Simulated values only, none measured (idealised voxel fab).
The document below concerns the process module designated voxel self aligned contacts.
160 nm wide, 5 nm square cells: that's cross-section cut.
A cross-section is a grid of square cells, given in bands from the top down. A band is one or more rows of cells. This entry defines a band. It first specifies the height of the band's top and the height of its bottom in nm, and then specifies the band's materials from left to right, stating each material with its width in nm. The word "full width" identifies a single material that fills the band from edge to edge, while the word "blank" identifies empty space. Zero point of the height axis is 0; under it, received wafer = one material. Lowest band: continues down indefinitely, "0 and below". Graded width ("30..40"): value in top row of band = first number; value in bottom row = second number; row-to-row change constant. Basically "no modifications" means that step didn't change any cell in the cross-section. "Enclosed empty spaces": empty spaces of 8 cells or more with no open way to the top, each given as width x height at distance, distance from the left edge, all in nm. On a step's line, text after the settings is the simulator commenting on that step. You can add "overlay nm" to a step's line. For a step with a mask, it describes how far the mask lay to the right of its planned position, and a negative number describes a lay to the left.
THIS SECTION LISTS THE PROCESS STEPS THAT WERE PLANNED
1 RECEIVE,material Si
2 OXIDIZE,depth nm 5
3 DIRECTIONAL_DEP,material polySi,thk nm 30
4 DIRECTIONAL_DEP,material SiN,thk nm 25
5 PATTERN,tone cover,mask id GATE,material resist,width nm 35,pitch nm 70,thk nm 20,overlay nm 0
6 DIRECTIONAL_ETCH,etch materials SiN,depth nm 25
7 DIRECTIONAL_ETCH,etch materials polySi,depth nm 30
8 STRIP,etch materials resist
9 CONFORMAL_DEP,material SiN,thk nm 10
10 DIRECTIONAL_ETCH,etch materials SiN,depth nm 10
11 FILL_DEP,material SiO2,thk nm 15
12 CMP,height nm 65
13 DIRECTIONAL_DEP,material aC,thk nm 15
14 PATTERN,tone open,mask id CONTACT,material resist,width nm 45,thk nm 35,overlay nm 0
15 DIRECTIONAL_ETCH,etch materials aC,depth nm 15
16 STRIP,etch materials resist
17 DIRECTIONAL_ETCH,etch materials SiO2,depth nm 70
18 STRIP,etch materials aC
19 CONFORMAL_DEP,material TiN,thk nm 5
20 FILL_DEP,material W,thk nm 10
21 CMP,height nm 65
22 CONFORMAL_DEP,material SiN,thk nm 5
DELIVERED WAFER IN CROSS-SECTION: STATE AFTER STEP 1
  0 and below  Si full width
  Enclosed empty spaces: none
CROSS-SECTION AT MODULE END, ONE RUN ERROR; START AND PLAN UNCHANGED FROM ABOVE
  70 down to 65  SiN full width
  65 down to 55  55 nm SiO2, then 5..20 nm aC, then 35..5 nm W, then 5..20 nm aC, then 60 nm SiO2
  55 down to 30  15 nm SiO2, then 55 nm SiN, then 5 nm aC, then 5 nm W, then 5 nm aC, then 55 nm SiN, then 20 nm SiO2
  30 down to 0  15 nm SiO2, then 10 nm SiN, then 35 nm polySi, then 10 nm SiN, then 5 nm aC, then 5 nm W, then 5 nm aC, then 10 nm SiN, then 35 nm polySi, then 10 nm SiN, then 20 nm SiO2
  0 down to -5  70 nm SiO2, then 15 nm aC, then 75 nm SiO2
  -5 and below  Si full width
  Enclosed empty spaces: none
Processing error: step 19 ran with different settings than intended, the actual operation and settings being CONFORMAL_DEP,material aC,thk nm 5
